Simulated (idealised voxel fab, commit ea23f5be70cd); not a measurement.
Name of the process module below: voxel self aligned contacts
The width of the displayed cross-section, cut, is 235 nm; its cells are square, with a size of 5 nm.
Cross-sections here: square-cell grids, written as top-down lists of bands, a band being one or more rows of cells. Heights first: top, then bottom, in nm. Then materials, left to right, each with a width in nm. "everywhere" on a single material: fills the band edge to edge. "air": empty space. Convention: height 0 is the level below which the wafer, as received, is all one material. The lowest band does not terminate at the bottom but continues downward, represented as "0 down". A width given as "30 to 40" starts at the first number in the band's top row and ends at the second number in its bottom row, shifting by an equal amount at every step from row to row. What does "nothing different" mean for a step? It means no cell of the cross-section changed in that step. "Trapped void list" contains a list of empty spaces, each no smaller than 8 cells and without an open way to the top, written in the form width x height at distance with the distance from the left edge and all three in nm. Heads up: the bit after the settings on a step's line is the simulator's remark on that step. overlay nm: how far to the right of its planned place the mask lay on this masked step (negative: to the left).
[Steps in the process plan]
1 RECEIVE, material Si
2 CONFORMAL_DEP, material SiO2, thk nm 5
3 DIRECTIONAL_DEP, material polySi, thk nm 20
4 DIRECTIONAL_DEP, material SiN, thk nm 25
5 MASKED_ETCH, tone cover, mask id GATE, width nm 25, pitch nm 65, etch materials SiN, depth nm 25, overlay nm 0
6 MASKED_ETCH, tone cover, mask id GATE, width nm 25, pitch nm 65, etch materials polySi, depth nm 20, overlay nm 0
7 CONFORMAL_DEP, material SiN, thk nm 10
8 DIRECTIONAL_ETCH, etch materials SiN, depth nm 10
9 FILL_DEP, material SiO2, thk nm 15
10 CMP, height nm 60
11 PATTERN, tone open, mask id CONTACT, material resist, width nm 50, pitch nm 65, thk nm 20, overlay nm 0
12 DIRECTIONAL_ETCH, etch materials SiO2, depth nm 60
13 STRIP, etch materials resist
14 CONFORMAL_DEP, material TiN, thk nm 5
15 FILL_DEP, material Ru, thk nm 10
16 CMP, height nm 60
17 CONFORMAL_DEP, material SiCN, thk nm 5
[Shown in cross-section is the wafer as received, that is, as it stands after step 1]
* 0 down: Si everywhere
* Trapped void list: none
[One mistake in running the module, otherwise start and plan as above: cross-section at the end]
* 65 to 60: SiCN everywhere
* 60 to 50: 60 nm SiO2, 5 to 20 nm TiN, 40 to 10 nm Ru, 5 to 20 nm TiN, 15 nm SiO2, 5 to 20 nm TiN, 40 to 10 nm Ru, 5 to 20 nm TiN, 60 nm SiO2
* 50 to 30: 30 nm SiO2, 45 nm SiN, 5 nm TiN, 10 nm Ru, 5 nm TiN, 45 nm SiN, 5 nm TiN, 10 nm Ru, 5 nm TiN, 45 nm SiN, 30 nm SiO2
* 30 to 25: 30 nm SiO2, 45 nm SiN, 20 nm TiN, 45 nm SiN, 20 nm TiN, 45 nm SiN, 30 nm SiO2
* 25 to 5: 25 nm SiO2, 10 nm SiN, 35 nm polySi, 10 nm SiN, 10 nm TiN, 10 nm SiN, 35 nm polySi, 10 nm SiN, 10 nm TiN, 10 nm SiN, 35 nm polySi, 10 nm SiN, 25 nm SiO2
* 5 to 0: 80 nm SiO2, 10 nm TiN, 55 nm SiO2, 10 nm TiN, 80 nm SiO2
* 0 down: Si everywhere
* Trapped void list: none
Against the plan, the run slipped here: step 6 did not happen as planned, as run it was MASKED_ETCH, tone cover, mask id GATE, width nm 35, pitch nm 65, etch materials polySi, depth nm 20, overlay nm 0
